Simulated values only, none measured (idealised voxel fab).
process module | voxel ribs on slabs
Section shown: cut. Width: 275 nm. Cell size: 5 nm, square.
Each cross-section below is a grid of square cells, stated as bands in top-down order, with one or more rows of cells making up each band.
Heights first: top, then bottom, in nm. Then materials, left to right, each with a width in nm. "all across" on a single material: fills the band edge to edge. "blank": empty space.
Height is counted from the level 0, under which the received wafer is composed throughout of one material. The lowest of the bands is not closed at the bottom but continues downward, in the notation "0 and below".
Read "30..40" as a graded width: first number on top, second number at the bottom, same change between each pair of neighbouring rows.
Any step labelled "remained unchanged" changed none of the cells in the cross-section.
Any empty space of 8 cells or more lacking an open way to the top shows up in "Sealed internal cavities" as width x height at distance, distance from the left edge, in nm.
If you see something after the settings on a step's line, that's the simulator's own remark about that step.
overlay nm: mask right of planned place by this much (step with mask). Neg. = left.
### So here's the lineup of process steps we planned
1. RECEIVE (material Si)
2. DIRECTIONAL_DEP (material SiO2; thk nm 20)
3. DIRECTIONAL_DEP (material SiN; thk nm 15)
4. PATTERN (tone cover; mask id RIB; material resist; width nm 25; thk nm 20; overlay nm 0)
5. DIRECTIONAL_ETCH (etch materials SiN; depth nm 10)
6. STRIP (etch materials resist)
7. DIRECTIONAL_DEP (material aC; thk nm 10)
8. PATTERN (tone cover; mask id SLAB; material resist; width nm 75; thk nm 25; overlay nm 0)
9. DIRECTIONAL_ETCH (etch materials aC; depth nm 10)
10. STRIP (etch materials resist)
11. DIRECTIONAL_ETCH (etch materials SiN; depth nm 5)
12. STRIP (etch materials aC)
13. FILL_DEP (material SiO2; thk nm 30)
14. CMP (height nm 55)
15. DIRECTIONAL_DEP (material TiN; thk nm 10)
16. PATTERN (tone cover; mask id HEATER; material resist; width nm 35; thk nm 15; overlay nm 0)
17. DIRECTIONAL_ETCH (etch materials TiN; depth nm 10)
18. STRIP (etch materials resist)
19. CONFORMAL_DEP (material SiN; thk nm 5)
### On the first of the two wafers: run conducted according to plan
### The cross-section here shows the wafer as received, i.e. in its state after step 1
  0 and below: Si all across
  Sealed internal cavities: none
### Sectional view: wafer, after step 2
  20 down to 0: SiO2 all across
  Under the height 0 nothing was changed.
### Sectional view: wafer, after step 3
  35 down to 20: SiN all across
  Under the height 20 nothing was changed.
### Sectional view: wafer, after step 4
  55 down to 35: 125 of blank, then 25 of resist, then 125 of blank
  Under the height 35 nothing was changed.
### Sectional view: wafer, after step 5
  55 down to 35: 125 of blank, then 25 of resist, then 125 of blank
  35 down to 25: 125 of blank, then 25 of SiN, then 125 of blank
  Under the height 25 nothing was changed.
### Sectional view: wafer, after step 6
  35 down to 25: 125 of blank, then 25 of SiN, then 125 of blank
  Under the height 25 nothing was changed.
### Sectional view: wafer, after step 7
  45 down to 35: 125 of blank, then 25 of aC, then 125 of blank
  35 down to 25: 125 of aC, then 25 of SiN, then 125 of aC
  Under the height 25 nothing was changed.
### Sectional view: wafer, after step 8
  70 down to 45: 100 of blank, then 75 of resist, then 100 of blank
  45 down to 35: 100 of blank, then 25 of resist, then 25 of aC, then 25 of resist, then 100 of blank
  Under the height 35 nothing was changed.
### Sectional view: wafer, after step 9
  60 down to 45: 100 of blank, then 75 of resist, then 100 of blank
  45 down to 35: 100 of blank, then 25 of resist, then 25 of aC, then 25 of resist, then 100 of blank
  35 down to 25: 100 of blank, then 25 of aC, then 25 of SiN, then 25 of aC, then 100 of blank
  Under the height 25 nothing was changed.
### Sectional view: wafer, after step 10
  45 down to 35: 125 of blank, then 25 of aC, then 125 of blank
  Under the height 35 nothing was changed.
### Sectional view: wafer, after step 11
  45 down to 35: 125 of blank, then 25 of aC, then 125 of blank
  35 down to 25: 100 of blank, then 25 of aC, then 25 of SiN, then 25 of aC, then 100 of blank
  25 down to 20: 100 of blank, then 75 of SiN, then 100 of blank
  Under the height 20 nothing was changed.
### Sectional view: wafer, after step 12
  35 down to 25: 125 of blank, then 25 of SiN, then 125 of blank
  Under the height 25 nothing was changed.
### Sectional view: wafer, after step 13
  65 down to 35: SiO2 all across
  35 down to 25: 125 of SiO2, then 25 of SiN, then 125 of SiO2
  25 down to 20: 100 of SiO2, then 75 of SiN, then 100 of SiO2
  Under the height 20 nothing was changed.
### Sectional view: wafer, after step 14
  55 down to 35: SiO2 all across
  Under the height 35 nothing was changed.
### Sectional view: wafer, after step 15
  65 down to 55: TiN all across
  Under the height 55 nothing was changed.
### Sectional view: wafer, after step 16
  80 down to 65: 120 of blank, then 35 of resist, then 120 of blank
  Under the height 65 nothing was changed.
### Sectional view: wafer, after step 17
  80 down to 65: 120 of blank, then 35 of resist, then 120 of blank
  65 down to 55: 120 of blank, then 35 of TiN, then 120 of blank
  Under the height 55 nothing was changed.
### Sectional view: wafer, after step 18
  65 down to 55: 120 of blank, then 35 of TiN, then 120 of blank
  Under the height 55 nothing was changed.
### Sectional view: wafer, after step 19
  70 down to 65: 115 of blank, then 45 of SiN, then 115 of blank
  65 down to 60: 115 of blank, then 5 of SiN, then 35 of TiN, then 5 of SiN, then 115 of blank
  60 down to 55: 120 of SiN, then 35 of TiN, then 120 of SiN
  Under the height 55 nothing was changed.
### Companion wafer, the second of two: same beginning, same intended sequence, one mistake in carrying it out; through step 13 inclusive it tracks the first exactly
### At the planned end of step 14, the second wafer in cross-section
  45 down to 35: SiO2 all across
  Under the height 35 nothing was changed.
### At the planned end of step 15, the second wafer in cross-section
  55 down to 45: TiN all across
  Under the height 45 nothing was changed.
### At the planned end of step 16, the second wafer in cross-section
  70 down to 55: 120 of blank, then 35 of resist, then 120 of blank
  Under the height 55 nothing was changed.
### At the planned end of step 17, the second wafer in cross-section
  70 down to 55: 120 of blank, then 35 of resist, then 120 of blank
  55 down to 45: 120 of blank, then 35 of TiN, then 120 of blank
  Under the height 45 nothing was changed.
### At the planned end of step 18, the second wafer in cross-section
  55 down to 45: 120 of blank, then 35 of TiN, then 120 of blank
  Under the height 45 nothing was changed.
### At the planned end of step 19, the second wafer in cross-section
  60 down to 55: 115 of blank, then 45 of SiN, then 115 of blank
  55 down to 50: 115 of blank, then 5 of SiN, then 35 of TiN, then 5 of SiN, then 115 of blank
  50 down to 45: 120 of SiN, then 35 of TiN, then 120 of SiN
  Under the height 45 nothing was changed.
Want to know what went wrong? step 14 was run on a setting that differed from the plan, and what really ran there is CMP (height nm 45)
Heads up, by the end the second wafer has more or fewer cells of some materials compared to the first: 110 fewer of SiO2
